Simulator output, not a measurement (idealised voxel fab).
This is a process module. Its name is voxel local oxidation.
Square cells of 5 nm make up the cross-section cut, whose width is 295 nm.
For the purposes of this document, a cross-section shall be understood as a grid of square cells, specified as bands listed in top-to-bottom order, each band consisting of one or more rows of cells. Band: top height; bottom height; in nm. Then, left to right: material with width in nm, for each material. "edge to edge": a single material spanning edge to edge. "blank": empty space. Measure heights from 0. That's the level where, below it, the as-received wafer is all one material. The lowest band is bottomless and extends downward; write it as in "0 down". The expression "30..40" gives the width at the extremes of the band, the first number at its top row of cells and the second at its bottom row, with the width changing by equal amounts from each row to the next in between. "nothing altered" means the step left every cell of the cross-section as it was. "Voids, fully enclosed": empty spaces of 8 cells or more with no open way to the top, each given as width x height at distance, distance from the left edge, all in nm. If you see something after the settings on a step's line, that's the simulator's own remark about that step. overlay nm: where the mask lay relative to plan, measured to the right, on steps with a mask; negatives go left.

Steps planned for the process
- 1: RECEIVE [material Si]
- 2: CONFORMAL_DEP [material SiO2] [thk nm 5]
- 3: CONFORMAL_DEP [material SiN] [thk nm 15]
- 4: PATTERN [tone cover] [mask id ACTIVE] [material resist] [width nm 125] [thk nm 15] [overlay nm 0]
- 5: DIRECTIONAL_ETCH [etch materials SiN] [depth nm 15]
- 6: STRIP [etch materials resist]
- 7: SELECTIVE_ETCH [etch materials SiO2] [depth nm 5]
- 8: OXIDIZE [depth nm 15]
- 9: STRIP [etch materials SiN]

First of two wafers: run as planned

As-received wafer cross-section (after step 1)
0 down = Si edge to edge
Voids, fully enclosed: none

Upon completion of step 2, the wafer appears in cross-section as shown
5 to 0 = SiO2 edge to edge
For the remainder of the cross-section, below 0, there is no change.

Upon completion of step 3, the wafer appears in cross-section as shown
20 to 5 = SiN edge to edge
For the remainder of the cross-section, below 5, there is no change.

Upon completion of step 4, the wafer appears in cross-section as shown
35 to 20 = 85 blank, 125 resist, 85 blank
For the remainder of the cross-section, below 20, there is no change.

Upon completion of step 5, the wafer appears in cross-section as shown
35 to 20 = 85 blank, 125 resist, 85 blank
20 to 5 = 85 blank, 125 SiN, 85 blank
For the remainder of the cross-section, below 5, there is no change.

Upon completion of step 6, the wafer appears in cross-section as shown
20 to 5 = 85 blank, 125 SiN, 85 blank
For the remainder of the cross-section, below 5, there is no change.

Upon completion of step 7, the wafer appears in cross-section as shown
20 to 5 = 85 blank, 125 SiN, 85 blank
5 to 0 = 90 blank, 115 SiO2, 90 blank
For the remainder of the cross-section, below 0, there is no change.

Upon completion of step 8, the wafer appears in cross-section as shown
20 to 5 = 85 blank, 125 SiN, 85 blank
5 to 0 = 90 blank, 115 SiO2, 90 blank
0 to -15 = 105 SiO2, 85 Si, 105 SiO2
For the remainder of the cross-section, below -15, there is no change.

Upon completion of step 9, the wafer appears in cross-section as shown
5 to 0 = 90 blank, 115 SiO2, 90 blank
For the remainder of the cross-section, below 0, there is no change.

Wafer two: like wafer one in start and plan, but with one mistake in execution; identical up to and including step 3

Second wafer, cut view, end of step 4 per plan
35 to 20 = 85 resist, 125 blank, 85 resist
For the remainder of the cross-section, below 20, there is no change.

Second wafer, cut view, end of step 5 per plan
35 to 20 = 85 resist, 125 blank, 85 resist
20 to 5 = 85 SiN, 125 blank, 85 SiN
For the remainder of the cross-section, below 5, there is no change.

Second wafer, cut view, end of step 6 per plan
20 to 5 = 85 SiN, 125 blank, 85 SiN
For the remainder of the cross-section, below 5, there is no change.

Second wafer, cut view, end of step 7 per plan
20 to 5 = 85 SiN, 125 blank, 85 SiN
5 to 0 = 80 SiO2, 135 blank, 80 SiO2
For the remainder of the cross-section, below 0, there is no change.

Second wafer, cut view, end of step 8 per plan
20 to 5 = 85 SiN, 125 blank, 85 SiN
5 to 0 = 80 SiO2, 135 blank, 80 SiO2
0 to -15 = 65 Si, 165 SiO2, 65 Si
For the remainder of the cross-section, below -15, there is no change.

Second wafer, cut view, end of step 9 per plan
5 to 0 = 80 SiO2, 135 blank, 80 SiO2
For the remainder of the cross-section, below 0, there is no change.
Want to know what went wrong? step 4 was processed under conditions differing from the plan, specifically as PATTERN [tone open] [mask id ACTIVE] [material resist] [width nm 125] [thk nm 15] [overlay nm 0]
Once processing is complete, comparing cell counts shows that the second wafer has more or fewer of certain materials than the first: +27 Si, -18 SiO2
